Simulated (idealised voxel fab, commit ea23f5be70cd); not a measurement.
The following is a process module called voxel transistor to metal.
Shown is cross-section cut, with a width of 290 nm and square cells of size 5 nm.
If you're reading a cross-section in this doc, picture square cells in a grid; it comes to you as bands, top ones listed first down to the bottom, and a band can be one or more rows of cells.
In this notation a band is specified by the heights of its top and bottom, in that order and in nm, after which its materials appear from left to right, each paired with its width in nm. The word "throughout" attached to a single material means that material fills the band from edge to edge; the word "air" stands for empty space.
Measure heights from 0. That's the level where, below it, the as-received wafer is all one material. The lowest band is bottomless and extends downward; write it as in "top 0, no bottom".
So if you see something like "30 to 40" for the width, read it as the top row of the band sitting at the first number and the bottom row at the second, with every row in between moving by the same amount as the last.
"nothing was modified" after a step means that no cell of the cross-section changed.
So "Closed cavities" is basically the list of trapped voids: any empty space of 8 cells or more that can't reach the top through an opening. They're written width x height at distance, the distance being from the left edge, and it's all nm.
after a step's settings: what the simulator itself notes on the step
"overlay nm" answers the question of how far to the right of plan the mask lay on a step that has a mask, and when it is negative the answer is to the left.
What follows is a series of pairs. Each pair shows a cross-section before one process step and the cross-section after it, and the after view is drawn only down to the lowest band that changed. Beneath each pair is the step that lies between the two, with its settings. Pairs may come from different runs of this module on the same starting wafer, so a pair continues from the one above it only where its entry headed "Before-step section" says so.
Before-step section
	top 65, bottom 55: 30 nm air, then 20 nm aC, then 55 nm air, then 20 nm aC, then 40 nm air, then 20 nm aC, then 55 nm air, then 20 nm aC, then 30 nm air
	top 55, bottom 35: W throughout
	top 35, bottom 30: TiN throughout
	top 30, bottom 20: 30 nm SiO2, then 5 nm TiN, then 10 nm Ru, then 5 nm TiN, then 55 nm SiO2, then 5 nm TiN, then 10 nm Ru, then 5 nm TiN, then 40 nm SiO2, then 5 nm TiN, then 10 nm Ru, then 5 nm TiN, then 55 nm SiO2, then 5 nm TiN, then 10 nm Ru, then 5 nm TiN, then 30 nm SiO2
	top 20, bottom 15: 30 nm SiO2, then 5 nm TiN, then 10 nm Ru, then 5 nm TiN, then 10 nm SiN, then 5 nm HfO2, then 5 nm TiN, then 15 nm W, then 5 nm TiN, then 5 nm HfO2, then 10 nm SiN, then 5 nm TiN, then 10 nm Ru, then 5 nm TiN, then 40 nm SiO2, then 5 nm TiN, then 10 nm Ru, then 5 nm TiN, then 10 nm SiN, then 5 nm HfO2, then 5 nm TiN, then 15 nm W, then 5 nm TiN, then 5 nm HfO2, then 10 nm SiN, then 5 nm TiN, then 10 nm Ru, then 5 nm TiN, then 30 nm SiO2
	top 15, bottom 10: 30 nm SiO2, then 20 nm TiN, then 10 nm SiN, then 5 nm HfO2, then 5 nm TiN, then 15 nm W, then 5 nm TiN, then 5 nm HfO2, then 10 nm SiN, then 20 nm TiN, then 40 nm SiO2, then 20 nm TiN, then 10 nm SiN, then 5 nm HfO2, then 5 nm TiN, then 15 nm W, then 5 nm TiN, then 5 nm HfO2, then 10 nm SiN, then 20 nm TiN, then 30 nm SiO2
	top 10, bottom 5: 25 nm SiO2, then 25 nm pSi, then 10 nm SiN, then 5 nm HfO2, then 5 nm TiN, then 15 nm W, then 5 nm TiN, then 5 nm HfO2, then 10 nm SiN, then 25 nm pSi, then 30 nm SiO2, then 25 nm pSi, then 10 nm SiN, then 5 nm HfO2, then 5 nm TiN, then 15 nm W, then 5 nm TiN, then 5 nm HfO2, then 10 nm SiN, then 25 nm pSi, then 25 nm SiO2
	top 5, bottom 0: 20 nm SiO2, then 10 nm SiN, then 20 nm pSi, then 10 nm SiN, then 5 nm HfO2, then 25 nm TiN, then 5 nm HfO2, then 10 nm SiN, then 20 nm pSi, then 10 nm SiN, then 20 nm SiO2, then 10 nm SiN, then 20 nm pSi, then 10 nm SiN, then 5 nm HfO2, then 25 nm TiN, then 5 nm HfO2, then 10 nm SiN, then 20 nm pSi, then 10 nm SiN, then 20 nm SiO2
	top 0, bottom -5: 30 nm SiO2, then 20 nm pSi, then 10 nm SiO2, then 35 nm HfO2, then 10 nm SiO2, then 20 nm pSi, then 40 nm SiO2, then 20 nm pSi, then 10 nm SiO2, then 35 nm HfO2, then 10 nm SiO2, then 20 nm pSi, then 30 nm SiO2
	top -5, bottom -15: 25 nm SiO2, then 5 nm Si, then 20 nm pSi, then 55 nm Si, then 20 nm pSi, then 5 nm Si, then 30 nm SiO2, then 5 nm Si, then 20 nm pSi, then 55 nm Si, then 20 nm pSi, then 5 nm Si, then 25 nm SiO2
	top -15, bottom -40: 25 nm SiO2, then 105 nm Si, then 30 nm SiO2, then 105 nm Si, then 25 nm SiO2
	top -40, no bottom: Si throughout
	Closed cavities: none
As Processed
	top 65, bottom 55: 30 nm air, then 20 nm aC, then 55 nm air, then 20 nm aC, then 40 nm air, then 20 nm aC, then 55 nm air, then 20 nm aC, then 30 nm air
	top 55, bottom 35: 30 nm air, then 20 nm W, then 55 nm air, then 20 nm W, then 40 nm air, then 20 nm W, then 55 nm air, then 20 nm W, then 30 nm air
	Below 35, no change.
	Closed cavities: none
The step carried out between the cross-section before it and the cross-section after it, both shown above, is DIRECTIONAL_ETCH (etch materials W; depth nm 20)
Before-step section: equal to the after panel directly above.
As Processed
	top 65, bottom 55: 30 nm air, then 20 nm aC, then 55 nm air, then 20 nm aC, then 40 nm air, then 20 nm aC, then 55 nm air, then 20 nm aC, then 30 nm air
	top 55, bottom 35: 30 nm air, then 20 nm W, then 55 nm air, then 20 nm W, then 40 nm air, then 20 nm W, then 55 nm air, then 20 nm W, then 30 nm air
	top 35, bottom 30: 30 nm air, then 20 nm TiN, then 55 nm air, then 20 nm TiN, then 40 nm air, then 20 nm TiN, then 55 nm air, then 20 nm TiN, then 30 nm air
	Below 30, no change.
	Closed cavities: none
The step carried out between the cross-section before it and the cross-section after it, both shown above, is DIRECTIONAL_ETCH (etch materials TiN; depth nm 5)
Before-step section: equal to the after panel directly above.
As Processed
	top 55, bottom 35: 30 nm air, then 20 nm W, then 55 nm air, then 20 nm W, then 40 nm air, then 20 nm W, then 55 nm air, then 20 nm W, then 30 nm air
	Below 35, no change.
	Closed cavities: none
The step carried out between the cross-section before it and the cross-section after it, both shown above, is STRIP (etch materials aC)
Before-step section: equal to the after panel directly above.
As Processed
	top 65, bottom 55: lowk throughout
	top 55, bottom 35: 30 nm lowk, then 20 nm W, then 55 nm lowk, then 20 nm W, then 40 nm lowk, then 20 nm W, then 55 nm lowk, then 20 nm W, then 30 nm lowk
	top 35, bottom 30: 30 nm lowk, then 20 nm TiN, then 55 nm lowk, then 20 nm TiN, then 40 nm lowk, then 20 nm TiN, then 55 nm lowk, then 20 nm TiN, then 30 nm lowk
	Below 30, no change.
	Closed cavities: none
The step carried out between the cross-section before it and the cross-section after it, both shown above, is FILL_DEP (material lowk; thk nm 10)
Before-step section: equal to the after panel directly above.
As Processed
	top 55, bottom 35: 30 nm lowk, then 20 nm W, then 55 nm lowk, then 20 nm W, then 40 nm lowk, then 20 nm W, then 55 nm lowk, then 20 nm W, then 30 nm lowk
	Below 35, no change.
	Closed cavities: none
The step carried out between the cross-section before it and the cross-section after it, both shown above, is CMP (height nm 55)
Before-step section: equal to the after panel directly above.
As Processed
	top 60, bottom 55: SiCN throughout
	Below 55, no change.
	Closed cavities: none
The step carried out between the cross-section before it and the cross-section after it, both shown above, is CONFORMAL_DEP (material SiCN; thk nm 5)
Before-step section: equal to the after panel directly above.
As Processed
	top 95, bottom 60: SiO2 throughout
	Below 60, no change.
	Closed cavities: none
The step carried out between the cross-section before it and the cross-section after it, both shown above, is DIRECTIONAL_DEP (material SiO2; thk nm 35)
Before-step section: equal to the after panel directly above.
As Processed
	top 95, bottom 60: 30 nm SiO2, then 15 nm air, then 120 nm SiO2, then 15 nm air, then 110 nm SiO2
	Below 60, no change.
	Closed cavities: none
The step carried out between the cross-section before it and the cross-section after it, both shown above, is MASKED_ETCH (tone open; mask id METAL_2_HOLES; width nm 15; pitch nm 135; etch materials SiO2; depth nm 35; overlay nm 0)
Before-step section: equal to the after panel directly above.
As Processed
	top 105, bottom 95: 30 nm aC, then 15 nm air, then 120 nm aC, then 15 nm air, then 110 nm aC
	top 95, bottom 70: 30 nm SiO2, then 15 nm air, then 120 nm SiO2, then 15 nm air, then 110 nm SiO2
	top 70, bottom 60: 30 nm SiO2, then 15 nm aC, then 120 nm SiO2, then 15 nm aC, then 110 nm SiO2
	Below 60, no change.
	Closed cavities: none
The step carried out between the cross-section before it and the cross-section after it, both shown above, is DIRECTIONAL_DEP (material aC; thk nm 10)
Before-step section: equal to the after panel directly above.
As Processed
	top 130, bottom 105: 30 nm resist, then 20 nm air, then 115 nm resist, then 20 nm air, then 105 nm resist
	Below 105, no change.
	Closed cavities: none
The step carried out between the cross-section before it and the cross-section after it, both shown above, is PATTERN (tone open; mask id METAL_2; material resist; width nm 20; pitch nm 135; thk nm 25; overlay nm 0)
Before-step section: equal to the after panel directly above.
As Processed
	top 120, bottom 105: 30 nm resist, then 20 nm air, then 115 nm resist, then 20 nm air, then 105 nm resist
	top 105, bottom 95: 30 nm aC, then 20 nm air, then 115 nm aC, then 20 nm air, then 105 nm aC
	top 95, bottom 60: 30 nm SiO2, then 15 nm air, then 120 nm SiO2, then 15 nm air, then 110 nm SiO2
	Below 60, no change.
	Closed cavities: none
The step carried out between the cross-section before it and the cross-section after it, both shown above, is DIRECTIONAL_ETCH (etch materials aC; depth nm 10)
Before-step section: equal to the after panel directly above.
As Processed
	top 105, bottom 95: 30 nm aC, then 20 nm air, then 115 nm aC, then 20 nm air, then 105 nm aC
	Below 95, no change.
	Closed cavities: none
The step carried out between the cross-section before it and the cross-section after it, both shown above, is STRIP (etch materials resist)
Before-step section: equal to the after panel directly above.
As Processed
	top 105, bottom 95: 30 nm aC, then 20 nm air, then 115 nm aC, then 20 nm air, then 105 nm aC
	top 95, bottom 75: 30 nm SiO2, then 20 nm air, then 115 nm SiO2, then 20 nm air, then 105 nm SiO2
	Below 75, no change.
	Closed cavities: none
The step carried out between the cross-section before it and the cross-section after it, both shown above, is DIRECTIONAL_ETCH (etch materials SiO2; depth nm 20)
Before-step section: equal to the after panel directly above.
As Processed
	top 105, bottom 95: 30 nm aC, then 20 nm air, then 115 nm aC, then 20 nm air, then 105 nm aC
	top 95, bottom 75: 30 nm SiO2, then 20 nm air, then 115 nm SiO2, then 20 nm air, then 105 nm SiO2
	top 75, bottom 60: 30 nm SiO2, then 15 nm air, then 120 nm SiO2, then 15 nm air, then 110 nm SiO2
	top 60, bottom 55: 30 nm SiCN, then 15 nm air, then 120 nm SiCN, then 15 nm air, then 110 nm SiCN
	Below 55, no change.
	Closed cavities: none
The step carried out between the cross-section before it and the cross-section after it, both shown above, is DIRECTIONAL_ETCH (etch materials SiCN; depth nm 5)
Before-step section: equal to the after panel directly above.
As Processed
	top 95, bottom 75: 30 nm SiO2, then 20 nm air, then 115 nm SiO2, then 20 nm air, then 105 nm SiO2
	Below 75, no change.
	Closed cavities: none
The step carried out between the cross-section before it and the cross-section after it, both shown above, is STRIP (etch materials aC)
Before-step section: equal to the after panel directly above.
As Processed
	top 100, bottom 95: 35 nm TiN, then 10 nm air, then 125 nm TiN, then 10 nm air, then 110 nm TiN
	top 95, bottom 80: 30 nm SiO2, then 5 nm TiN, then 10 nm air, then 5 nm TiN, then 115 nm SiO2, then 5 nm TiN, then 10 nm air, then 5 nm TiN, then 105 nm SiO2
	top 80, bottom 75: 30 nm SiO2, then 5 nm TiN, then 5 nm air, then 10 nm TiN, then 115 nm SiO2, then 5 nm TiN, then 5 nm air, then 10 nm TiN, then 105 nm SiO2
	top 75, bottom 60: 30 nm SiO2, then 5 nm TiN, then 5 nm air, then 5 nm TiN, then 120 nm SiO2, then 5 nm TiN, then 5 nm air, then 5 nm TiN, then 110 nm SiO2
	top 60, bottom 55: 30 nm SiCN, then 15 nm TiN, then 120 nm SiCN, then 15 nm TiN, then 110 nm SiCN
	Below 55, no change.
	Closed cavities: none
The step carried out between the cross-section before it and the cross-section after it, both shown above, is CONFORMAL_DEP (material TiN; thk nm 5)
Before-step section: equal to the after panel directly above.
As Processed
	top 110, bottom 100: Cu throughout
	top 100, bottom 95: 35 nm TiN, then 10 nm Cu, then 125 nm TiN, then 10 nm Cu, then 110 nm TiN
	top 95, bottom 80: 30 nm SiO2, then 5 nm TiN, then 10 nm Cu, then 5 nm TiN, then 115 nm SiO2, then 5 nm TiN, then 10 nm Cu, then 5 nm TiN, then 105 nm SiO2
	top 80, bottom 75: 30 nm SiO2, then 5 nm TiN, then 5 nm Cu, then 10 nm TiN, then 115 nm SiO2, then 5 nm TiN, then 5 nm Cu, then 10 nm TiN, then 105 nm SiO2
	top 75, bottom 60: 30 nm SiO2, then 5 nm TiN, then 5 nm Cu, then 5 nm TiN, then 120 nm SiO2, then 5 nm TiN, then 5 nm Cu, then 5 nm TiN, then 110 nm SiO2
	Below 60, no change.
	Closed cavities: none
The step carried out between the cross-section before it and the cross-section after it, both shown above, is FILL_DEP (material Cu; thk nm 10)
Before-step section: equal to the after panel directly above.
As Processed
	top 95, bottom 80: 30 nm SiO2, then 5 nm TiN, then 10 nm Cu, then 5 nm TiN, then 115 nm SiO2, then 5 nm TiN, then 10 nm Cu, then 5 nm TiN, then 105 nm SiO2
	Below 80, no change.
	Closed cavities: none
The step carried out between the cross-section before it and the cross-section after it, both shown above, is CMP (height nm 95)
Before-step section: equal to the after panel directly above.
As Processed
	top 100, bottom 95: SiN throughout
	Below 95, no change.
	Closed cavities: none
The step carried out between the cross-section before it and the cross-section after it, both shown above, is CONFORMAL_DEP (material SiN; thk nm 5)
Before-step section
	top 95, bottom 60: SiO2 throughout
	top 60, bottom 55: SiCN throughout
	top 55, bottom 35: 30 nm lowk, then 20 nm W, then 55 nm lowk, then 20 nm W, then 40 nm lowk, then 20 nm W, then 55 nm lowk, then 20 nm W, then 30 nm lowk
	top 35, bottom 30: 30 nm lowk, then 20 nm TiN, then 55 nm lowk, then 20 nm TiN, then 40 nm lowk, then 20 nm TiN, then 55 nm lowk, then 20 nm TiN, then 30 nm lowk
	top 30, bottom 20: 30 nm SiO2, then 5 nm TiN, then 10 nm Ru, then 5 nm TiN, then 55 nm SiO2, then 5 nm TiN, then 10 nm Ru, then 5 nm TiN, then 40 nm SiO2, then 5 nm TiN, then 10 nm Ru, then 5 nm TiN, then 55 nm SiO2, then 5 nm TiN, then 10 nm Ru, then 5 nm TiN, then 30 nm SiO2
	top 20, bottom 15: 30 nm SiO2, then 5 nm TiN, then 10 nm Ru, then 5 nm TiN, then 10 nm SiN, then 5 nm HfO2, then 5 nm TiN, then 15 nm W, then 5 nm TiN, then 5 nm HfO2, then 10 nm SiN, then 5 nm TiN, then 10 nm Ru, then 5 nm TiN, then 40 nm SiO2, then 5 nm TiN, then 10 nm Ru, then 5 nm TiN, then 10 nm SiN, then 5 nm HfO2, then 5 nm TiN, then 15 nm W, then 5 nm TiN, then 5 nm HfO2, then 10 nm SiN, then 5 nm TiN, then 10 nm Ru, then 5 nm TiN, then 30 nm SiO2
	top 15, bottom 10: 30 nm SiO2, then 20 nm TiN, then 10 nm SiN, then 5 nm HfO2, then 5 nm TiN, then 15 nm W, then 5 nm TiN, then 5 nm HfO2, then 10 nm SiN, then 20 nm TiN, then 40 nm SiO2, then 20 nm TiN, then 10 nm SiN, then 5 nm HfO2, then 5 nm TiN, then 15 nm W, then 5 nm TiN, then 5 nm HfO2, then 10 nm SiN, then 20 nm TiN, then 30 nm SiO2
	top 10, bottom 5: 30 nm SiO2, then 20 nm pSi, then 10 nm SiN, then 5 nm HfO2, then 5 nm TiN, then 15 nm W, then 5 nm TiN, then 5 nm HfO2, then 10 nm SiN, then 20 nm pSi, then 40 nm SiO2, then 20 nm pSi, then 10 nm SiN, then 5 nm HfO2, then 5 nm TiN, then 15 nm W, then 5 nm TiN, then 5 nm HfO2, then 10 nm SiN, then 20 nm pSi, then 30 nm SiO2
	top 5, bottom 0: 25 nm SiO2, then 10 nm SiN, then 15 nm pSi, then 10 nm SiN, then 5 nm HfO2, then 25 nm TiN, then 5 nm HfO2, then 10 nm SiN, then 15 nm pSi, then 10 nm SiN, then 30 nm SiO2, then 10 nm SiN, then 15 nm pSi, then 10 nm SiN, then 5 nm HfO2, then 25 nm TiN, then 5 nm HfO2, then 10 nm SiN, then 15 nm pSi, then 10 nm SiN, then 25 nm SiO2
	top 0, bottom -5: 35 nm SiO2, then 15 nm pSi, then 10 nm SiO2, then 35 nm HfO2, then 10 nm SiO2, then 15 nm pSi, then 50 nm SiO2, then 15 nm pSi, then 10 nm SiO2, then 35 nm HfO2, then 10 nm SiO2, then 15 nm pSi, then 35 nm SiO2
	top -5, bottom -15: 30 nm SiO2, then 5 nm Si, then 15 nm pSi, then 55 nm Si, then 15 nm pSi, then 5 nm Si, then 40 nm SiO2, then 5 nm Si, then 15 nm pSi, then 55 nm Si, then 15 nm pSi, then 5 nm Si, then 30 nm SiO2
	top -15, bottom -40: 30 nm SiO2, then 95 nm Si, then 40 nm SiO2, then 95 nm Si, then 30 nm SiO2
	top -40, no bottom: Si throughout
	Closed cavities: none
As Processed
	top 95, bottom 60: 35 nm SiO2, then 15 nm air, then 120 nm SiO2, then 15 nm air, then 105 nm SiO2
	Below 60, no change.
	Closed cavities: none
The step carried out between the cross-section before it and the cross-section after it, both shown above, is MASKED_ETCH (tone open; mask id METAL_2_HOLES; width nm 15; pitch nm 135; etch materials SiO2; depth nm 35; overlay nm 5)
Before-step section: equal to the after panel directly above.
As Processed
	top 105, bottom 95: 35 nm aC, then 15 nm air, then 120 nm aC, then 15 nm air, then 105 nm aC
	top 95, bottom 70: 35 nm SiO2, then 15 nm air, then 120 nm SiO2, then 15 nm air, then 105 nm SiO2
	top 70, bottom 60: 35 nm SiO2, then 15 nm aC, then 120 nm SiO2, then 15 nm aC, then 105 nm SiO2
	Below 60, no change.
	Closed cavities: none
The step carried out between the cross-section before it and the cross-section after it, both shown above, is DIRECTIONAL_DEP (material aC; thk nm 10)
Before-step section: equal to the after panel directly above.
As Processed
	top 130, bottom 105: 30 nm resist, then 20 nm air, then 115 nm resist, then 20 nm air, then 105 nm resist
	Below 105, no change.
	Closed cavities: none
The step carried out between the cross-section before it and the cross-section after it, both shown above, is PATTERN (tone open; mask id METAL_2; material resist; width nm 20; pitch nm 135; thk nm 25; overlay nm 0)
Before-step section: equal to the after panel directly above.
As Processed
	top 120, bottom 105: 30 nm resist, then 20 nm air, then 115 nm resist, then 20 nm air, then 105 nm resist
	top 105, bottom 95: 30 nm aC, then 20 nm air, then 115 nm aC, then 20 nm air, then 105 nm aC
	top 95, bottom 60: 35 nm SiO2, then 15 nm air, then 120 nm SiO2, then 15 nm air, then 105 nm SiO2
	Below 60, no change.
	Closed cavities: none
The step carried out between the cross-section before it and the cross-section after it, both shown above, is DIRECTIONAL_ETCH (etch materials aC; depth nm 10)
Before-step section: equal to the after panel directly above.
As Processed
	top 105, bottom 95: 30 nm aC, then 20 nm air, then 115 nm aC, then 20 nm air, then 105 nm aC
	Below 95, no change.
	Closed cavities: none
The step carried out between the cross-section before it and the cross-section after it, both shown above, is STRIP (etch materials resist)
Before-step section: equal to the after panel directly above.
As Processed
	top 105, bottom 95: 30 nm aC, then 20 nm air, then 115 nm aC, then 20 nm air, then 105 nm aC
	top 95, bottom 75: 30 nm SiO2, then 20 nm air, then 115 nm SiO2, then 20 nm air, then 105 nm SiO2
	Below 75, no change.
	Closed cavities: none
The step carried out between the cross-section before it and the cross-section after it, both shown above, is DIRECTIONAL_ETCH (etch materials SiO2; depth nm 20)
Before-step section: equal to the after panel directly above.
As Processed
	top 105, bottom 95: 30 nm aC, then 20 nm air, then 115 nm aC, then 20 nm air, then 105 nm aC
	top 95, bottom 75: 30 nm SiO2, then 20 nm air, then 115 nm SiO2, then 20 nm air, then 105 nm SiO2
	top 75, bottom 60: 35 nm SiO2, then 15 nm air, then 120 nm SiO2, then 15 nm air, then 105 nm SiO2
	top 60, bottom 55: 35 nm SiCN, then 15 nm air, then 120 nm SiCN, then 15 nm air, then 105 nm SiCN
	Below 55, no change.
	Closed cavities: none
The step carried out between the cross-section before it and the cross-section after it, both shown above, is DIRECTIONAL_ETCH (etch materials SiCN; depth nm 5)
Before-step section: equal to the after panel directly above.
As Processed
	top 95, bottom 75: 30 nm SiO2, then 20 nm air, then 115 nm SiO2, then 20 nm air, then 105 nm SiO2
	Below 75, no change.
	Closed cavities: none
The step carried out between the cross-section before it and the cross-section after it, both shown above, is STRIP (etch materials aC)
Before-step section: equal to the after panel directly above.
As Processed
	top 100, bottom 95: 35 nm TiN, then 10 nm air, then 125 nm TiN, then 10 nm air, then 110 nm TiN
	top 95, bottom 80: 30 nm SiO2, then 5 nm TiN, then 10 nm air, then 5 nm TiN, then 115 nm SiO2, then 5 nm TiN, then 10 nm air, then 5 nm TiN, then 105 nm SiO2
	top 80, bottom 75: 30 nm SiO2, then 10 nm TiN, then 5 nm air, then 5 nm TiN, then 115 nm SiO2, then 10 nm TiN, then 5 nm air, then 5 nm TiN, then 105 nm SiO2
	top 75, bottom 60: 35 nm SiO2, then 5 nm TiN, then 5 nm air, then 5 nm TiN, then 120 nm SiO2, then 5 nm TiN, then 5 nm air, then 5 nm TiN, then 105 nm SiO2
	top 60, bottom 55: 35 nm SiCN, then 15 nm TiN, then 120 nm SiCN, then 15 nm TiN, then 105 nm SiCN
	Below 55, no change.
	Closed cavities: none
The step carried out between the cross-section before it and the cross-section after it, both shown above, is CONFORMAL_DEP (material TiN; thk nm 5)
Before-step section: equal to the after panel directly above.
As Processed
	top 110, bottom 100: Cu throughout
	top 100, bottom 95: 35 nm TiN, then 10 nm Cu, then 125 nm TiN, then 10 nm Cu, then 110 nm TiN
	top 95, bottom 80: 30 nm SiO2, then 5 nm TiN, then 10 nm Cu, then 5 nm TiN, then 115 nm SiO2, then 5 nm TiN, then 10 nm Cu, then 5 nm TiN, then 105 nm SiO2
	top 80, bottom 75: 30 nm SiO2, then 10 nm TiN, then 5 nm Cu, then 5 nm TiN, then 115 nm SiO2, then 10 nm TiN, then 5 nm Cu, then 5 nm TiN, then 105 nm SiO2
	top 75, bottom 60: 35 nm SiO2, then 5 nm TiN, then 5 nm Cu, then 5 nm TiN, then 120 nm SiO2, then 5 nm TiN, then 5 nm Cu, then 5 nm TiN, then 105 nm SiO2
	Below 60, no change.
	Closed cavities: none
The step carried out between the cross-section before it and the cross-section after it, both shown above, is FILL_DEP (material Cu; thk nm 10)
Before-step section: equal to the after panel directly above.
As Processed
	top 95, bottom 80: 30 nm SiO2, then 5 nm TiN, then 10 nm Cu, then 5 nm TiN, then 115 nm SiO2, then 5 nm TiN, then 10 nm Cu, then 5 nm TiN, then 105 nm SiO2
	Below 80, no change.
	Closed cavities: none
The step carried out between the cross-section before it and the cross-section after it, both shown above, is CMP (height nm 95)
Before-step section: equal to the after panel directly above.
As Processed
	top 100, bottom 95: SiN throughout
	Below 95, no change.
	Closed cavities: none
The step carried out between the cross-section before it and the cross-section after it, both shown above, is CONFORMAL_DEP (material SiN; thk nm 5)
Before-step section
	top 35, bottom 30: 40 nm air, then 30 nm TiN, then 15 nm air, then 30 nm TiN, then 60 nm air, then 30 nm TiN, then 15 nm air, then 30 nm TiN, then 40 nm air
	top 30, bottom 25: 45 nm TiN, then 20 nm HfO2, then 5 nm TiN, then 15 nm air, then 5 nm TiN, then 20 nm HfO2, then 70 nm TiN, then 20 nm HfO2, then 5 nm TiN, then 15 nm air, then 5 nm TiN, then 20 nm HfO2, then 45 nm TiN
	top 25, bottom 20: 50 nm HfO2, then 10 nm SiN, then 5 nm HfO2, then 5 nm TiN, then 15 nm air, then 5 nm TiN, then 5 nm HfO2, then 10 nm SiN, then 80 nm HfO2, then 10 nm SiN, then 5 nm HfO2, then 5 nm TiN, then 15 nm air, then 5 nm TiN, then 5 nm HfO2, then 10 nm SiN, then 50 nm HfO2
	top 20, bottom 10: 50 nm SiO2, then 10 nm SiN, then 5 nm HfO2, then 5 nm TiN, then 15 nm air, then 5 nm TiN, then 5 nm HfO2, then 10 nm SiN, then 80 nm SiO2, then 10 nm SiN, then 5 nm HfO2, then 5 nm TiN, then 15 nm air, then 5 nm TiN, then 5 nm HfO2, then 10 nm SiN, then 50 nm SiO2
	top 10, bottom 5: 30 nm SiO2, then 20 nm pSi, then 10 nm SiN, then 5 nm HfO2, then 5 nm TiN, then 15 nm air, then 5 nm TiN, then 5 nm HfO2, then 10 nm SiN, then 20 nm pSi, then 40 nm SiO2, then 20 nm pSi, then 10 nm SiN, then 5 nm HfO2, then 5 nm TiN, then 15 nm air, then 5 nm TiN, then 5 nm HfO2, then 10 nm SiN, then 20 nm pSi, then 30 nm SiO2
	top 5, bottom 0: 25 nm SiO2, then 10 nm SiN, then 15 nm pSi, then 10 nm SiN, then 5 nm HfO2, then 25 nm TiN, then 5 nm HfO2, then 10 nm SiN, then 15 nm pSi, then 10 nm SiN, then 30 nm SiO2, then 10 nm SiN, then 15 nm pSi, then 10 nm SiN, then 5 nm HfO2, then 25 nm TiN, then 5 nm HfO2, then 10 nm SiN, then 15 nm pSi, then 10 nm SiN, then 25 nm SiO2
	top 0, bottom -5: 35 nm SiO2, then 15 nm pSi, then 10 nm SiO2, then 35 nm HfO2, then 10 nm SiO2, then 15 nm pSi, then 50 nm SiO2, then 15 nm pSi, then 10 nm SiO2, then 35 nm HfO2, then 10 nm SiO2, then 15 nm pSi, then 35 nm SiO2
	top -5, bottom -15: 30 nm SiO2, then 5 nm Si, then 15 nm pSi, then 55 nm Si, then 15 nm pSi, then 5 nm Si, then 40 nm SiO2, then 5 nm Si, then 15 nm pSi, then 55 nm Si, then 15 nm pSi, then 5 nm Si, then 30 nm SiO2
	top -15, bottom -40: 30 nm SiO2, then 95 nm Si, then 40 nm SiO2, then 95 nm Si, then 30 nm SiO2
	top -40, no bottom: Si throughout
	Closed cavities: none
As Processed
	top 45, bottom 35: Cu throughout
	top 35, bottom 30: 40 nm Cu, then 30 nm TiN, then 15 nm Cu, then 30 nm TiN, then 60 nm Cu, then 30 nm TiN, then 15 nm Cu, then 30 nm TiN, then 40 nm Cu
	top 30, bottom 25: 45 nm TiN, then 20 nm HfO2, then 5 nm TiN, then 15 nm Cu, then 5 nm TiN, then 20 nm HfO2, then 70 nm TiN, then 20 nm HfO2, then 5 nm TiN, then 15 nm Cu, then 5 nm TiN, then 20 nm HfO2, then 45 nm TiN
	top 25, bottom 20: 50 nm HfO2, then 10 nm SiN, then 5 nm HfO2, then 5 nm TiN, then 15 nm Cu, then 5 nm TiN, then 5 nm HfO2, then 10 nm SiN, then 80 nm HfO2, then 10 nm SiN, then 5 nm HfO2, then 5 nm TiN, then 15 nm Cu, then 5 nm TiN, then 5 nm HfO2, then 10 nm SiN, then 50 nm HfO2
	top 20, bottom 10: 50 nm SiO2, then 10 nm SiN, then 5 nm HfO2, then 5 nm TiN, then 15 nm Cu, then 5 nm TiN, then 5 nm HfO2, then 10 nm SiN, then 80 nm SiO2, then 10 nm SiN, then 5 nm HfO2, then 5 nm TiN, then 15 nm Cu, then 5 nm TiN, then 5 nm HfO2, then 10 nm SiN, then 50 nm SiO2
	top 10, bottom 5: 30 nm SiO2, then 20 nm pSi, then 10 nm SiN, then 5 nm HfO2, then 5 nm TiN, then 15 nm Cu, then 5 nm TiN, then 5 nm HfO2, then 10 nm SiN, then 20 nm pSi, then 40 nm SiO2, then 20 nm pSi, then 10 nm SiN, then 5 nm HfO2, then 5 nm TiN, then 15 nm Cu, then 5 nm TiN, then 5 nm HfO2, then 10 nm SiN, then 20 nm pSi, then 30 nm SiO2
	Below 5, no change.
	Closed cavities: none
The step carried out between the cross-section before it and the cross-section after it, both shown above, is FILL_DEP (material Cu; thk nm 10)
Before-step section: equal to the after panel directly above.
As Processed
	top 20, bottom 10: 50 nm SiO2, then 10 nm SiN, then 5 nm HfO2, then 5 nm TiN, then 15 nm Cu, then 5 nm TiN, then 5 nm HfO2, then 10 nm SiN, then 80 nm SiO2, then 10 nm SiN, then 5 nm HfO2, then 5 nm TiN, then 15 nm Cu, then 5 nm TiN, then 5 nm HfO2, then 10 nm SiN, then 50 nm SiO2
	Below 10, no change.
	Closed cavities: none
The step carried out between the cross-section before it and the cross-section after it, both shown above, is CMP (height nm 20)
Before-step section: equal to the after panel directly above.
As Processed
	top 30, bottom 20: SiO2 throughout
	Below 20, no change.
	Closed cavities: none
The step carried out between the cross-section before it and the cross-section after it, both shown above, is DIRECTIONAL_DEP (material SiO2; thk nm 10)
Before-step section: equal to the after panel directly above.
As Processed
	top 45, bottom 30: aC throughout
	Below 30, no change.
	Closed cavities: none
The step carried out between the cross-section before it and the cross-section after it, both shown above, is DIRECTIONAL_DEP (material aC; thk nm 15)
Before-step section: equal to the after panel directly above.
As Processed
	top 80, bottom 45: 30 nm resist, then 20 nm air, then 55 nm resist, then 20 nm air, then 40 nm resist, then 20 nm air, then 55 nm resist, then 20 nm air, then 30 nm resist
	Below 45, no change.
	Closed cavities: none
The step carried out between the cross-section before it and the cross-section after it, both shown above, is PATTERN (tone open; mask id CONTACT; material resist; width nm 20; thk nm 35; overlay nm 0)
Before-step section: equal to the after panel directly above.
As Processed
	top 65, bottom 45: 30 nm resist, then 20 nm air, then 55 nm resist, then 20 nm air, then 40 nm resist, then 20 nm air, then 55 nm resist, then 20 nm air, then 30 nm resist
	top 45, bottom 30: 30 nm aC, then 20 nm air, then 55 nm aC, then 20 nm air, then 40 nm aC, then 20 nm air, then 55 nm aC, then 20 nm air, then 30 nm aC
	Below 30, no change.
	Closed cavities: none
The step carried out between the cross-section before it and the cross-section after it, both shown above, is DIRECTIONAL_ETCH (etch materials aC; depth nm 15)
Before-step section: equal to the after panel directly above.
As Processed
	top 45, bottom 30: 30 nm aC, then 20 nm air, then 55 nm aC, then 20 nm air, then 40 nm aC, then 20 nm air, then 55 nm aC, then 20 nm air, then 30 nm aC
	Below 30, no change.
	Closed cavities: none
The step carried out between the cross-section before it and the cross-section after it, both shown above, is STRIP (etch materials resist)
